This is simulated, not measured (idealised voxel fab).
Process module heading - voxel ribs on slabs
Pictured: cross-section cut, 190 nm wide, on a grid of 5 nm square cells.
Bands, listed from the top down, are how a cross-section gets written in this document; the cross-section itself is a grid of square cells, and a band is one or more rows of them.
Heights first: top, then bottom, in nm. Then materials, left to right, each with a width in nm. "full width" on a single material: fills the band edge to edge. "blank": empty space.
Basically, 0 is our baseline, since under it the wafer straight out of the box is all one material. The bottom band has no lower end and keeps on going down, so it looks like "0 nm and below".
Graded width ("30..40"): value in top row of band = first number; value in bottom row = second number; row-to-row change constant.
Any step labelled "no change" changed none of the cells in the cross-section.
Heads up: "Completely enclosed voids" only lists the empty pockets with no open path to the top that are 8 cells or more, and it writes them as width x height at distance, distance from the left edge, in nm.
Post-settings text on a step line: simulator's own remark regarding the step.
overlay nm: right-of-plan distance of the mask on a masked step; negative values mean left-of-plan.

Intended process steps
- 1: RECEIVE, material Si
- 2: DIRECTIONAL_DEP, material SiO2, thk nm 25
- 3: DIRECTIONAL_DEP, material polySi, thk nm 25
- 4: DIRECTIONAL_DEP, material aC, thk nm 15
- 5: PATTERN, tone cover, mask id RIB, material resist, width nm 30, thk nm 35, overlay nm 0
- 6: DIRECTIONAL_ETCH, etch materials aC, depth nm 15
- 7: STRIP, etch materials resist
- 8: DIRECTIONAL_ETCH, etch materials polySi, depth nm 10
- 9: STRIP, etch materials aC
- 10: MASKED_ETCH, tone cover, mask id SLAB, width nm 90, etch materials polySi, depth nm 15, overlay nm 0
- 11: FILL_DEP, material SiO2, thk nm 20
- 12: CMP, height nm 65
- 13: DIRECTIONAL_DEP, material W, thk nm 5
- 14: PATTERN, tone cover, mask id HEATER, material resist, width nm 40, thk nm 15, overlay nm 0
- 15: DIRECTIONAL_ETCH, etch materials W, depth nm 5
- 16: STRIP, etch materials resist
- 17: CONFORMAL_DEP, material SiO2, thk nm 5

Wafer at receipt (post step 1), cross-section
0 nm and below  Si full width
Completely enclosed voids: none

First of two wafers: cross-section at end of module, run per plan
75 nm to 70 nm  blank 70 / SiO2 50 / blank 70
70 nm to 65 nm  SiO2 75 / W 40 / SiO2 75
65 nm to 50 nm  SiO2 full width
50 nm to 40 nm  SiO2 80 / polySi 30 / SiO2 80
40 nm to 25 nm  SiO2 50 / polySi 90 / SiO2 50
25 nm to 0 nm  SiO2 full width
0 nm and below  Si full width
Completely enclosed voids: none

Cross-section, wafer two of two, end of module: same start and plan as wafer one, one error in execution
75 nm to 70 nm  blank 70 / SiO2 50 / blank 70
70 nm to 65 nm  SiO2 75 / W 40 / SiO2 75
65 nm to 50 nm  SiO2 full width
50 nm to 40 nm  SiO2 80 / polySi 30 / SiO2 80
40 nm to 25 nm  SiO2 45 / polySi 90 / SiO2 55
25 nm to 0 nm  SiO2 full width
0 nm and below  Si full width
Completely enclosed voids: none
Deviation from plan: note that step 10 departed from the planned setting and was carried out as MASKED_ETCH, tone cover, mask id SLAB, width nm 90, etch materials polySi, depth nm 15, overlay nm -5
At the end, each material covers as many cells on the second wafer as it does on the first, though the cells it covers are elsewhere.
